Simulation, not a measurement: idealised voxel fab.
You're looking at the process module voxel quadruple lines.
The width of the displayed cross-section, cut, is 240 nm; its cells are square, with a size of 5 nm.
Format of a cross-section: grid, square cells. Given as bands. Order: top down. Band: one or more rows of cells. This entry defines a band. It first specifies the height of the band's top and the height of its bottom in nm, and then specifies the band's materials from left to right, stating each material with its width in nm. The word "edge to edge" identifies a single material that fills the band from edge to edge, while the word "air" identifies empty space. Counting heights begins at 0, where everything beneath is, in the wafer as received, one material. The lowest band has no bottom; it goes on downwards, as "0 down" shows. Note: "30 to 40" means the width goes from the first number (top row of the band) to the second number (bottom row) in equal steps per row of cells. Key: "stayed the same" - step with no changed cell in the cross-section. The label "Enclosed void entries" introduces a list of the empty spaces, 8 cells or larger, that have no open way up to the top; each entry in it reads width x height at distance, where the distance is taken from the left edge and all three are stated in nm. Heads up: the bit after the settings on a step's line is the simulator's remark on that step. overlay nm: for a step with a mask, the amount by which the mask lay right of where it was planned; a negative amount means left of it.

**Process steps (planned)**
1) RECEIVE, material Si
2) CONFORMAL_DEP, material SiO2, thk nm 10
3) DIRECTIONAL_DEP, material TiN, thk nm 15
4) DIRECTIONAL_DEP, material polySi, thk nm 20
5) DIRECTIONAL_DEP, material aC, thk nm 20
6) PATTERN, tone cover, mask id MANDREL, material resist, width nm 30, thk nm 30, overlay nm 0
7) DIRECTIONAL_ETCH, etch materials aC, depth nm 20
8) STRIP, etch materials resist
9) CONFORMAL_DEP, material SiO2, thk nm 10
10) DIRECTIONAL_ETCH, etch materials SiO2, depth nm 10
11) STRIP, etch materials aC
12) DIRECTIONAL_ETCH, etch materials polySi, depth nm 20
13) STRIP, etch materials SiO2
14) CONFORMAL_DEP, material SiCN, thk nm 10
15) DIRECTIONAL_ETCH, etch materials SiCN, depth nm 10
16) STRIP, etch materials polySi
17) DIRECTIONAL_ETCH, etch materials TiN, depth nm 15
18) STRIP, etch materials SiCN

**On the first of the two wafers: run conducted according to plan**

**As-received wafer cross-section (after step 1)**
- 0 down = Si edge to edge
- Enclosed void entries: none

**The wafer in cross-section once step 2 is complete**
- 10 to 0 = SiO2 edge to edge
- At heights below 0, the structure remains unaltered.

**The wafer in cross-section once step 3 is complete**
- 25 to 10 = TiN edge to edge
- At heights below 10, the structure remains unaltered.

**The wafer in cross-section once step 4 is complete**
- 45 to 25 = polySi edge to edge
- At heights below 25, the structure remains unaltered.

**The wafer in cross-section once step 5 is complete**
- 65 to 45 = aC edge to edge
- At heights below 45, the structure remains unaltered.

**The wafer in cross-section once step 6 is complete**
- 95 to 65 = air: 105; resist: 30; air: 105
- At heights below 65, the structure remains unaltered.

**The wafer in cross-section once step 7 is complete**
- 75 to 65 = air: 105; resist: 30; air: 105
- 65 to 45 = air: 105; aC: 30; air: 105
- At heights below 45, the structure remains unaltered.

**The wafer in cross-section once step 8 is complete**
- 65 to 45 = air: 105; aC: 30; air: 105
- At heights below 45, the structure remains unaltered.

**The wafer in cross-section once step 9 is complete**
- 75 to 65 = air: 95; SiO2: 50; air: 95
- 65 to 55 = air: 95; SiO2: 10; aC: 30; SiO2: 10; air: 95
- 55 to 45 = SiO2: 105; aC: 30; SiO2: 105
- At heights below 45, the structure remains unaltered.

**The wafer in cross-section once step 10 is complete**
- 65 to 45 = air: 95; SiO2: 10; aC: 30; SiO2: 10; air: 95
- At heights below 45, the structure remains unaltered.

**The wafer in cross-section once step 11 is complete**
- 65 to 45 = air: 95; SiO2: 10; air: 30; SiO2: 10; air: 95
- At heights below 45, the structure remains unaltered.

**The wafer in cross-section once step 12 is complete**
- 65 to 45 = air: 95; SiO2: 10; air: 30; SiO2: 10; air: 95
- 45 to 25 = air: 95; polySi: 10; air: 30; polySi: 10; air: 95
- At heights below 25, the structure remains unaltered.

**The wafer in cross-section once step 13 is complete**
- 45 to 25 = air: 95; polySi: 10; air: 30; polySi: 10; air: 95
- At heights below 25, the structure remains unaltered.

**The wafer in cross-section once step 14 is complete**
- 55 to 45 = air: 85; SiCN: 30; air: 10; SiCN: 30; air: 85
- 45 to 35 = air: 85; SiCN: 10; polySi: 10; SiCN: 10; air: 10; SiCN: 10; polySi: 10; SiCN: 10; air: 85
- 35 to 25 = SiCN: 95; polySi: 10; SiCN: 30; polySi: 10; SiCN: 95
- At heights below 25, the structure remains unaltered.

**The wafer in cross-section once step 15 is complete**
- 45 to 25 = air: 85; SiCN: 10; polySi: 10; SiCN: 10; air: 10; SiCN: 10; polySi: 10; SiCN: 10; air: 85
- At heights below 25, the structure remains unaltered.

**The wafer in cross-section once step 16 is complete**
- 45 to 25 = air: 85; SiCN: 10; air: 10; SiCN: 10; air: 10; SiCN: 10; air: 10; SiCN: 10; air: 85
- At heights below 25, the structure remains unaltered.

**The wafer in cross-section once step 17 is complete**
- 45 to 25 = air: 85; SiCN: 10; air: 10; SiCN: 10; air: 10; SiCN: 10; air: 10; SiCN: 10; air: 85
- 25 to 10 = air: 85; TiN: 10; air: 10; TiN: 10; air: 10; TiN: 10; air: 10; TiN: 10; air: 85
- At heights below 10, the structure remains unaltered.

**The wafer in cross-section once step 18 is complete**
- 25 to 10 = air: 85; TiN: 10; air: 10; TiN: 10; air: 10; TiN: 10; air: 10; TiN: 10; air: 85
- At heights below 10, the structure remains unaltered.

**Wafer two of two - same starting point, same process plan, one mistake in execution; matches wafer one up to and including step 15**

**At the planned end of step 16, the second wafer in cross-section**
- 45 to 25 = air: 95; polySi: 10; air: 30; polySi: 10; air: 95
- At heights below 25, the structure remains unaltered.

**At the planned end of step 17, the second wafer in cross-section**
- 45 to 25 = air: 95; polySi: 10; air: 30; polySi: 10; air: 95
- 25 to 10 = air: 95; TiN: 10; air: 30; TiN: 10; air: 95
- At heights below 10, the structure remains unaltered.

At the planned end of step 18, the second wafer in cross-section: stayed the same
Deviation from plan: contrary to plan, step 16 was performed as STRIP, etch materials SiCN
Cell-count delta at end, second wafer over first, by material: -12 TiN | +16 polySi
